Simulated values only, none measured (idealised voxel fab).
Documented hereafter: the process module known as voxel gate over fins.
Each square cell in cross-section cut measures 5 nm, and the section as a whole is 255 nm wide.
Cross-section format: a grid of square cells, given as bands from top to bottom; each band is one or more rows of cells. Band: top height; bottom height; in nm. Then, left to right: material with width in nm, for each material. "all across": a single material spanning edge to edge. "empty": empty space. Below 0: as-received wafer, all one material; heights counted from there. Lowest band: no bottom, goes on down, written "0..down". It should be noted that a width expressed as "30..40" varies in equal increments from row to row of cells within the band, taking the value of the first number at the top row and that of the second number at the bottom row. "nothing was modified" -> step changed no cross-section cell. Closed empty spaces (no open way to the top) of 8 cells or more are what "Enclosed voids" lists, each as width x height at distance from the left edge, nm for all three. What comes after the settings on a step's line is commentary from the simulator itself on that step. You can add "overlay nm" to a step's line. For a step with a mask, it describes how far the mask lay to the right of its planned position, and a negative number describes a lay to the left.
# Process steps foreseen in the plan
| 1 | RECEIVE with material Si |
| 2 | CONFORMAL_DEP with material SiN, thk nm 5 |
| 3 | MASKED_ETCH with tone cover, mask id FINS, width nm 15, pitch nm 45, etch materials SiN, depth nm 5, overlay nm 0 |
| 4 | MASKED_ETCH with tone cover, mask id FINS, width nm 15, pitch nm 45, etch materials Si, depth nm 30, overlay nm 0 |
| 5 | OXIDIZE with depth nm 5 |
| 6 | FILL_DEP with material SiO2, thk nm 5 |
| 7 | CMP with height nm 5 |
| 8 | SELECTIVE_ETCH with etch materials SiO2, depth nm 15 |
| 9 | STRIP with etch materials SiN |
| 10 | CONFORMAL_DEP with material HfO2, thk nm 5 |
| 11 | CONFORMAL_DEP with material TiN, thk nm 5 |
| 12 | FILL_DEP with material W, thk nm 15 |
| 13 | CMP with height nm 20 |
| 14 | CONFORMAL_DEP with material SiN, thk nm 5 |
# So this is the incoming wafer in cross-section - it's already been through step 1
    0..down = Si all across
    Enclosed voids: none
# Module complete - cross-section of the first of two wafers, run according to plan
    25..20 = SiN all across
    20..10 = W all across
    10..5 = W (45), TiN (25), W (20), TiN (25), W (20), TiN (25), W (20), TiN (25), W (50)
    5..0 = W (45), TiN (5), HfO2 (15), TiN (5), W (20), TiN (5), HfO2 (15), TiN (5), W (20), TiN (5), HfO2 (15), TiN (5), W (20), TiN (5), HfO2 (15), TiN (5), W (50)
    0..-5 = TiN (50), HfO2 (5), Si (5), HfO2 (5), TiN (30), HfO2 (5), Si (5), HfO2 (5), TiN (30), HfO2 (5), Si (5), HfO2 (5), TiN (30), HfO2 (5), Si (5), HfO2 (5), TiN (55)
    -5..-10 = HfO2 (55), Si (5), HfO2 (40), Si (5), HfO2 (40), Si (5), HfO2 (40), Si (5), HfO2 (60)
    -10..-35 = SiO2 (55), Si (5), SiO2 (40), Si (5), SiO2 (40), Si (5), SiO2 (40), Si (5), SiO2 (60)
    -35..down = Si all across
    Enclosed voids: none
# Cross-sectional view: second of two wafers, end of module; start and plan identical to the first, one mistake in running
    25..20 = SiN all across
    20..10 = W all across
    10..5 = W (45), TiN (25), W (20), TiN (25), W (20), TiN (25), W (20), TiN (25), W (50)
    5..0 = W (45), TiN (5), HfO2 (15), TiN (5), W (20), TiN (5), HfO2 (15), TiN (5), W (20), TiN (5), HfO2 (15), TiN (5), W (20), TiN (5), HfO2 (15), TiN (5), W (50)
    0..-5 = TiN (50), HfO2 (5), Si (5), HfO2 (5), TiN (30), HfO2 (5), Si (5), HfO2 (5), TiN (30), HfO2 (5), Si (5), HfO2 (5), TiN (30), HfO2 (5), Si (5), HfO2 (5), TiN (55)
    -5..-10 = HfO2 (55), Si (5), HfO2 (40), Si (5), HfO2 (40), Si (5), HfO2 (40), Si (5), HfO2 (60)
    -10..-65 = SiO2 (55), Si (5), SiO2 (40), Si (5), SiO2 (40), Si (5), SiO2 (40), Si (5), SiO2 (60)
    -65..down = Si all across
    Enclosed voids: none
The mistake made against the process plan was this: twice over, step 4 of the plan was run
Final wafer comparison in cells, second versus first, more or fewer per material: 282 fewer of Si, 282 more of SiO2
